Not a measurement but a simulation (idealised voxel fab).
voxel transistor to metal: a process module
Shown is cross-section cut, with a width of 190 nm and square cells of size 5 nm.
In what follows, cross-sections appear as grids of square cells, described through bands that run from the top down, where every band is one or more rows of cells. The band entry comprises the height of the band's top followed by the height of its bottom, expressed in nm, and subsequently the band's materials from left to right, each stated together with its width in nm. Where a single material is marked with the word "throughout", that material fills the band from edge to edge. The word "blank" represents empty space. Note: height 0 marks the level under which the wafer is uniformly one material as received. Lowest band unbounded below, written "0 nm and below". When a width is written as two numbers, as in "30..40", the first number is the width in the top row of cells of the band and the second is the width in its bottom row, and the width changes by the same amount from each row to the next. It should be understood that the words "no alteration", when stated for a given step, signify that the cross-section underwent no change in any of its cells during that step. Closed-off voids of 8+ cells (no open route to the top) go in "Unvented cavities", written width x height at distance from the left edge, in nm. Post-settings text on a step line: simulator's own remark regarding the step. The optional step-line setting "overlay nm" applies to steps with a mask and quantifies how far to the right of its planned location the mask lay, a negative value indicating leftward placement.
Intended process steps
1: RECEIVE, material Si
2: OXIDIZE, depth nm 5
3: CONFORMAL_DEP, material SiN, thk nm 15
4: PATTERN, tone cover, mask id ACTIVE, material resist, width nm 115, thk nm 20, overlay nm 0
5: DIRECTIONAL_ETCH, etch materials SiN, depth nm 15
6: DIRECTIONAL_ETCH, etch materials SiO2, depth nm 5
7: DIRECTIONAL_ETCH, etch materials Si, depth nm 30
8: STRIP, etch materials resist
9: OXIDIZE, depth nm 5
10: FILL_DEP, material SiO2, thk nm 15
11: CMP, height nm 15
12: SELECTIVE_ETCH, etch materials SiO2, depth nm 15
13: STRIP, etch materials SiN
14: SELECTIVE_ETCH, etch materials SiO2, depth nm 5
15: OXIDIZE, depth nm 5
16: DIRECTIONAL_DEP, material polySi, thk nm 20
17: DIRECTIONAL_DEP, material SiCN, thk nm 15
18: DIRECTIONAL_DEP, material aC, thk nm 15
19: PATTERN, tone cover, mask id GATE, material resist, width nm 35, thk nm 35, overlay nm 0
20: DIRECTIONAL_ETCH, etch materials aC, depth nm 15
21: STRIP, etch materials resist
22: DIRECTIONAL_ETCH, etch materials SiCN, depth nm 25
23: DIRECTIONAL_ETCH, etch materials polySi, depth nm 30
24: STRIP, etch materials aC
25: CONFORMAL_DEP, material SiN, thk nm 10
26: DIRECTIONAL_ETCH, etch materials SiN, depth nm 10
27: DIRECTIONAL_ETCH, etch materials SiO2, depth nm 5
28: DIRECTIONAL_ETCH, etch materials Si, depth nm 15
29: EPI, material SiGe, thk nm 15
30: FILL_DEP, material SiO2, thk nm 5
31: CMP, height nm 15
32: STRIP, etch materials polySi
33: SELECTIVE_ETCH, etch materials SiO2, depth nm 5
34: CONFORMAL_DEP, material HfO2, thk nm 5
35: CONFORMAL_DEP, material TiN, thk nm 5
36: FILL_DEP, material W, thk nm 10
37: CMP, height nm 10
38: DIRECTIONAL_DEP, material SiO2, thk nm 10
39: DIRECTIONAL_DEP, material aC, thk nm 15
40: PATTERN, tone open, mask id CONTACT, material resist, width nm 15, pitch nm 80, thk nm 30, overlay nm 0
41: DIRECTIONAL_ETCH, etch materials aC, depth nm 15
42: STRIP, etch materials resist
43: DIRECTIONAL_ETCH, etch materials SiO2, depth nm 30
44: STRIP, etch materials aC
45: CONFORMAL_DEP, material TiN, thk nm 5
46: FILL_DEP, material Ru, thk nm 5
47: CMP, height nm 20
48: CONFORMAL_DEP, material SiCN, thk nm 5
49: DIRECTIONAL_DEP, material SiO2, thk nm 25
50: MASKED_ETCH, tone open, mask id METAL_1, width nm 15, pitch nm 80, etch materials SiO2, depth nm 25, overlay nm 0
51: MASKED_ETCH, tone open, mask id METAL_1, width nm 15, pitch nm 80, etch materials SiCN, depth nm 5, overlay nm 0
52: CONFORMAL_DEP, material TiN, thk nm 5
53: FILL_DEP, material Cu, thk nm 10
54: CMP, height nm 50
55: CONFORMAL_DEP, material SiCN, thk nm 5
As-received wafer cross-section (after step 1)
> 0 nm and below: Si throughout
> Unvented cavities: none
Cross-section taken at module completion on the first of two wafers; processed per the plan
> 55 nm to 50 nm: SiCN throughout
> 50 nm to 25 nm: SiO2 45 / TiN 5 / Cu 5 / TiN 5 / SiO2 65 / TiN 5 / Cu 5 / TiN 5 / SiO2 50
> 25 nm to 20 nm: SiCN 45 / TiN 15 / SiCN 65 / TiN 15 / SiCN 50
> 20 nm to 10 nm: SiO2 45 / TiN 5 / Ru 5 / TiN 5 / SiO2 65 / TiN 5 / Ru 5 / TiN 5 / SiO2 50
> 10 nm to 5 nm: SiO2 45 / TiN 15 / SiO2 5 / SiN 10 / HfO2 5 / TiN 5 / W 15 / TiN 5 / HfO2 5 / SiN 10 / SiO2 5 / TiN 15 / SiO2 50
> 5 nm to 0 nm: SiO2 45 / TiN 5 / SiGe 15 / SiN 10 / HfO2 5 / TiN 5 / W 15 / TiN 5 / HfO2 5 / SiN 10 / SiGe 15 / TiN 5 / SiO2 50
> 0 nm to -5 nm: SiO2 45 / TiN 5 / SiGe 15 / SiN 10 / HfO2 5 / TiN 25 / HfO2 5 / SiN 10 / SiGe 15 / TiN 5 / SiO2 50
> -5 nm to -10 nm: SiO2 45 / TiN 5 / SiGe 15 / SiO2 5 / HfO2 45 / SiO2 5 / SiGe 15 / TiN 5 / SiO2 50
> -10 nm to -25 nm: SiO2 40 / SiGe 25 / Si 55 / SiGe 25 / SiO2 45
> -25 nm to -40 nm: SiO2 40 / Si 105 / SiO2 45
> -40 nm and below: Si throughout
> Unvented cavities: none
End of module, second wafer, cross-section. Started like the first, planned like the first, run with one mistake
> 70 nm to 65 nm: SiCN throughout
> 65 nm to 55 nm: Cu throughout
> 55 nm to 50 nm: TiN 50 / Cu 5 / TiN 75 / Cu 5 / TiN 55
> 50 nm to 25 nm: SiO2 45 / TiN 5 / Cu 5 / TiN 5 / SiO2 65 / TiN 5 / Cu 5 / TiN 5 / SiO2 50
> 25 nm to 20 nm: SiCN 45 / TiN 15 / SiCN 65 / TiN 15 / SiCN 50
> 20 nm to 10 nm: SiO2 45 / TiN 5 / Ru 5 / TiN 5 / SiO2 65 / TiN 5 / Ru 5 / TiN 5 / SiO2 50
> 10 nm to 5 nm: SiO2 45 / TiN 15 / SiO2 5 / SiN 10 / HfO2 5 / TiN 5 / W 15 / TiN 5 / HfO2 5 / SiN 10 / SiO2 5 / TiN 15 / SiO2 50
> 5 nm to 0 nm: SiO2 45 / TiN 5 / SiGe 15 / SiN 10 / HfO2 5 / TiN 5 / W 15 / TiN 5 / HfO2 5 / SiN 10 / SiGe 15 / TiN 5 / SiO2 50
> 0 nm to -5 nm: SiO2 45 / TiN 5 / SiGe 15 / SiN 10 / HfO2 5 / TiN 25 / HfO2 5 / SiN 10 / SiGe 15 / TiN 5 / SiO2 50
> -5 nm to -10 nm: SiO2 45 / TiN 5 / SiGe 15 / SiO2 5 / HfO2 45 / SiO2 5 / SiGe 15 / TiN 5 / SiO2 50
> -10 nm to -25 nm: SiO2 40 / SiGe 25 / Si 55 / SiGe 25 / SiO2 45
> -25 nm to -40 nm: SiO2 40 / Si 105 / SiO2 45
> -40 nm and below: Si throughout
> Unvented cavities: none
Diagnosis: the plan's step 54 went unexecuted, having been skipped
Count the cells at the end and the second wafer has more or fewer of some materials than the first: 78 more of Cu, 36 more of TiN
